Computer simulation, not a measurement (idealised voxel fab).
Title: Process Module voxel self aligned vias
Cross-section cut: width 165 nm, square cells of 5 nm.
In this document a cross-section is written as a grid of square cells. It is given as a series of bands, listed from the top down, and a band is one or more rows of cells.
First you get the band's top height and its bottom height, in nm, and then the materials it's made of, left to right, with each width in nm. If you see a single material with "everywhere", that one covers the band edge to edge. "empty" is empty space.
All heights in this document are referenced to 0, defined as the level beneath which the wafer, as received, consists entirely of one material. The lowest band is not bounded below; it extends indefinitely downward and is written in the form "0 nm and below".
Graded width ("30 to 40"): value in top row of band = first number; value in bottom row = second number; row-to-row change constant.
No cell of the cross-section changed in a step that is given as "same as before".
The entry "Encapsulated voids" lists the empty spaces that cover at least 8 cells and have no open path to the top. Each is written as width x height at distance, where the distance is measured from the left edge and all three values are in nm.
Whatever follows a step's settings on its line is a remark the simulator itself makes about that step.
The line of a step may include "overlay nm". On a step with a mask, this value is how far to the right of its planned place the mask lay. A negative value means the mask lay to the left.

So here's the lineup of process steps we planned
1 RECEIVE, material Si
2 CONFORMAL_DEP, material SiO2, thk nm 15
3 CONFORMAL_DEP, material SiCN, thk nm 5
4 DIRECTIONAL_DEP, material SiO2, thk nm 30
5 PATTERN, tone open, mask id LINES, material resist, width nm 25, pitch nm 75, thk nm 20, overlay nm 0
6 DIRECTIONAL_ETCH, etch materials SiO2, depth nm 30
7 STRIP, etch materials resist
8 CONFORMAL_DEP, material TiN, thk nm 5
9 FILL_DEP, material Ru, thk nm 5
10 CMP, height nm 50
11 SELECTIVE_ETCH, etch materials W Ru TiN, depth nm 5
12 FILL_DEP, material SiN, thk nm 5
13 CMP, height nm 50
14 DIRECTIONAL_DEP, material SiO2, thk nm 20
15 PATTERN, tone open, mask id VIAS, material resist, width nm 45, pitch nm 75, thk nm 20, overlay nm 0
16 DIRECTIONAL_ETCH, etch materials SiO2, depth nm 20
17 DIRECTIONAL_ETCH, etch materials SiN, depth nm 5
18 STRIP, etch materials resist
19 CONFORMAL_DEP, material TiN, thk nm 5
20 FILL_DEP, material Cu, thk nm 10
21 CMP, height nm 70
22 CONFORMAL_DEP, material SiN, thk nm 5

Shown in cross-section is the wafer as received, that is, as it stands after step 1
  0 nm and below = Si everywhere
  Encapsulated voids: none

The following cross-section depicts the wafer upon conclusion of the module. Processing commenced from the starting condition illustrated above and adhered to the plan illustrated above, save for one mistake in execution
  75 nm to 70 nm = SiN everywhere
  70 nm to 55 nm = SiO2 30, TiN 5, Cu 35, TiN 5, SiO2 30, TiN 5, Cu 35, TiN 5, SiO2 15
  55 nm to 50 nm = SiO2 30, TiN 5, Cu 15, TiN 25, SiO2 30, TiN 5, Cu 15, TiN 25, SiO2 15
  50 nm to 45 nm = SiO2 30, TiN 25, SiO2 50, TiN 25, SiO2 35
  45 nm to 25 nm = SiO2 30, TiN 5, Ru 15, TiN 5, SiO2 50, TiN 5, Ru 15, TiN 5, SiO2 35
  25 nm to 20 nm = SiO2 30, TiN 25, SiO2 50, TiN 25, SiO2 35
  20 nm to 15 nm = SiCN everywhere
  15 nm to 0 nm = SiO2 everywhere
  0 nm and below = Si everywhere
  Encapsulated voids: none
Run error: step 15 was processed under conditions differing from the plan, specifically as PATTERN, tone open, mask id VIAS, material resist, width nm 45, pitch nm 75, thk nm 20, overlay nm 10
